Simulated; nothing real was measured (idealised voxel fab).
Name of the process module below: voxel gate over fins
Cross-sectional view cut (width: 175 nm; square cell size: 5 nm).
Each cross-section below is a grid of square cells, stated as bands in top-down order, with one or more rows of cells making up each band. Band: top height; bottom height; in nm. Then, left to right: material with width in nm, for each material. "everywhere": a single material spanning edge to edge. "air": empty space. Height datum 0, below which the as-received substrate wafer is one material. Lowest band open at the bottom, running downward: "from 0 down". Note: "30 to 40" means the width goes from the first number (top row of the band) to the second number (bottom row) in equal steps per row of cells. "remained unchanged", as given for a step, is the statement that not any cell of the cross-section underwent a change during that step. Listed in "Enclosed internal voids": every empty space of 8 or more cells without an open way to the top. Form: width x height at distance, the distance being from the left edge, all in nm. Text after the settings on a step's line: the simulator's own remark on that step. "overlay nm" denotes, for a step that has a mask, the displacement of the mask to the right of its planned place, with negative values corresponding to the left.
Set out below are the planned steps of the process:
1. RECEIVE: material Si
2. CONFORMAL_DEP: material SiN, thk nm 10
3. MASKED_ETCH: tone cover, mask id FINS, width nm 15, pitch nm 35, etch materials SiN, depth nm 10, overlay nm 0
4. MASKED_ETCH: tone cover, mask id FINS, width nm 15, pitch nm 35, etch materials Si, depth nm 40, overlay nm 0
5. FILL_DEP: material SiO2, thk nm 10
6. CMP: height nm 10
7. SELECTIVE_ETCH: etch materials SiO2, depth nm 20
8. STRIP: etch materials SiN
9. CONFORMAL_DEP: material HfO2, thk nm 5
10. CONFORMAL_DEP: material TiN, thk nm 5
11. CONFORMAL_DEP: material TiAl, thk nm 5
12. CONFORMAL_DEP: material TiN, thk nm 5
13. FILL_DEP: material W, thk nm 10
14. CMP: height nm 25
15. CONFORMAL_DEP: material SiN, thk nm 10
Heads up: all these wafers start the same, and what changes between them is the thk nm in step 11. The value you see in the plan is just what the first wafer got.
The as-received cross-section of the first of several wafers corresponds to the state after step 1:
- from 0 down = Si everywhere
- Enclosed internal voids: none
The cross-section of the first of several wafers is given below for the end of the module, after its final step, step 15:
- from 35 to 25 = SiN everywhere
- from 25 to 20 = W everywhere
- from 20 to 15 = W 40, TiN 90, W 45
- from 15 to 10 = W 40, TiN 5, TiAl 80, TiN 5, W 45
- from 10 to 5 = TiN 45, TiAl 5, TiN 70, TiAl 5, TiN 50
- from 5 to 0 = TiAl 50, TiN 5, HfO2 25, TiN 10, HfO2 25, TiN 5, TiAl 55
- from 0 to -5 = TiN 55, HfO2 5, Si 15, HfO2 5, TiN 10, HfO2 5, Si 15, HfO2 5, TiN 60
- from -5 to -10 = HfO2 60, Si 15, HfO2 20, Si 15, HfO2 65
- from -10 to -40 = SiO2 60, Si 15, SiO2 20, Si 15, SiO2 65
- from -40 down = Si everywhere
- Enclosed internal voids: none
The final wafer, sectioned at module end:
- from 35 to 25 = SiN everywhere
- from 25 to 20 = TiN 30, TiAl 110, TiN 35
- from 20 to 10 = TiAl everywhere
- from 10 to 5 = TiAl 50, TiN 70, TiAl 55
- from 5 to 0 = TiAl 50, TiN 5, HfO2 25, TiN 10, HfO2 25, TiN 5, TiAl 55
- from 0 to -5 = TiN 55, HfO2 5, Si 15, HfO2 5, TiN 10, HfO2 5, Si 15, HfO2 5, TiN 60
- from -5 to -10 = HfO2 60, Si 15, HfO2 20, Si 15, HfO2 65
- from -10 to -40 = SiO2 60, Si 15, SiO2 20, Si 15, SiO2 65
- from -40 down = Si everywhere
- Enclosed internal voids: none
Below: a row per wafer. Contents at end of module: for every material, cells gained since receipt (+) or lost since receipt (-); then closed voids:
thk nm 5, +43 HfO2, -232 Si, +70 SiN, +174 SiO2, +39 TiAl, +82 TiN, +69 W, Enclosed internal voids: none
thk nm 10, +43 HfO2, -232 Si, +70 SiN, +174 SiO2, +78 TiAl, +82 TiN, +30 W, Enclosed internal voids: none
thk nm 15, +43 HfO2, -232 Si, +70 SiN, +174 SiO2, +117 TiAl, +60 TiN, +13 W, Enclosed internal voids: none
thk nm 20, +43 HfO2, -232 Si, +70 SiN, +174 SiO2, +134 TiAl, +56 TiN, Enclosed internal voids: none
